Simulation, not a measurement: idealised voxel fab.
Process module in this document: voxel lift off
Each square cell in cross-section cut measures 5 nm, and the section as a whole is 140 nm wide.
A cross-section is a grid of square cells, given in bands from the top down. A band is one or more rows of cells. Heights first: top, then bottom, in nm. Then materials, left to right, each with a width in nm. "edge to edge" on a single material: fills the band edge to edge. "empty": empty space. Where do heights start? At 0: under that level the wafer as delivered is made of one material only. And the lowest band has no floor; it just carries on downward, as in "top 0, no bottom". You'd read "30..40" like this: the band's top row of cells is as wide as the first number, its bottom row is as wide as the second, and going down, every row changes width by the same amount as the row before did. Given "no modification" for a step, no cell of the cross-section differs between before and after that step. In "Closed cavity list" the enclosed voids are listed, meaning empty spaces of 8 cells or larger without any opening to the top. The form is width x height at distance, distance from the left edge, units nm. Text after the settings on a step's line: the simulator's own remark on that step. overlay nm: on a step with a mask, how far right of its planned place the mask lay; negative means left.

Process steps - plan
1. RECEIVE, material Si
2. CONFORMAL_DEP, material Al2O3, thk nm 15
3. PATTERN, tone open, mask id LINES, material resist, width nm 25, pitch nm 40, thk nm 20, overlay nm 0
4. DIRECTIONAL_DEP, material Ru, thk nm 10
5. STRIP, etch materials resist
6. CONFORMAL_DEP, material SiO2, thk nm 10

Account of the first of two wafers, which was processed as intended

Step 1 complete: cross-section of the wafer as received
	top 0, no bottom: Si edge to edge
	Closed cavity list: none

Wafer xsec, post step 2
	top 15, bottom 0: Al2O3 edge to edge
	Nothing below the height 0 has changed.

Wafer xsec, post step 3
	top 35, bottom 15: resist 35 | empty 25 | resist 15 | empty 25 | resist 40
	Nothing below the height 15 has changed.

Wafer xsec, post step 4
	top 45, bottom 35: Ru 35 | empty 25 | Ru 15 | empty 25 | Ru 40
	top 35, bottom 25: resist 35 | empty 25 | resist 15 | empty 25 | resist 40
	top 25, bottom 15: resist 35 | Ru 25 | resist 15 | Ru 25 | resist 40
	Nothing below the height 15 has changed.

Wafer xsec, post step 5
	top 25, bottom 15: empty 35 | Ru 25 | empty 15 | Ru 25 | empty 40
	Nothing below the height 15 has changed.

Wafer xsec, post step 6
	top 35, bottom 25: empty 25 | SiO2 85 | empty 30
	top 25, bottom 15: SiO2 35 | Ru 25 | SiO2 15 | Ru 25 | SiO2 40
	Nothing below the height 15 has changed.

Second wafer: same start and same plan as the first, one execution error; identical to the first through step 1

Second wafer, cut view, end of step 2 per plan
	top 30, bottom 0: Al2O3 edge to edge
	Nothing below the height 0 has changed.

Second wafer, cut view, end of step 3 per plan
	top 50, bottom 30: resist 35 | empty 25 | resist 15 | empty 25 | resist 40
	Nothing below the height 30 has changed.

Second wafer, cut view, end of step 4 per plan
	top 60, bottom 50: Ru 35 | empty 25 | Ru 15 | empty 25 | Ru 40
	top 50, bottom 40: resist 35 | empty 25 | resist 15 | empty 25 | resist 40
	top 40, bottom 30: resist 35 | Ru 25 | resist 15 | Ru 25 | resist 40
	Nothing below the height 30 has changed.

Second wafer, cut view, end of step 5 per plan
	top 40, bottom 30: empty 35 | Ru 25 | empty 15 | Ru 25 | empty 40
	Nothing below the height 30 has changed.

Second wafer, cut view, end of step 6 per plan
	top 50, bottom 40: empty 25 | SiO2 85 | empty 30
	top 40, bottom 30: SiO2 35 | Ru 25 | SiO2 15 | Ru 25 | SiO2 40
	Nothing below the height 30 has changed.
Which mistake was made when the wafer was run? step 2 of the plan was executed twice over
Count the cells at the end and the second wafer has more or fewer of some materials than the first: Al2O3: 84 more
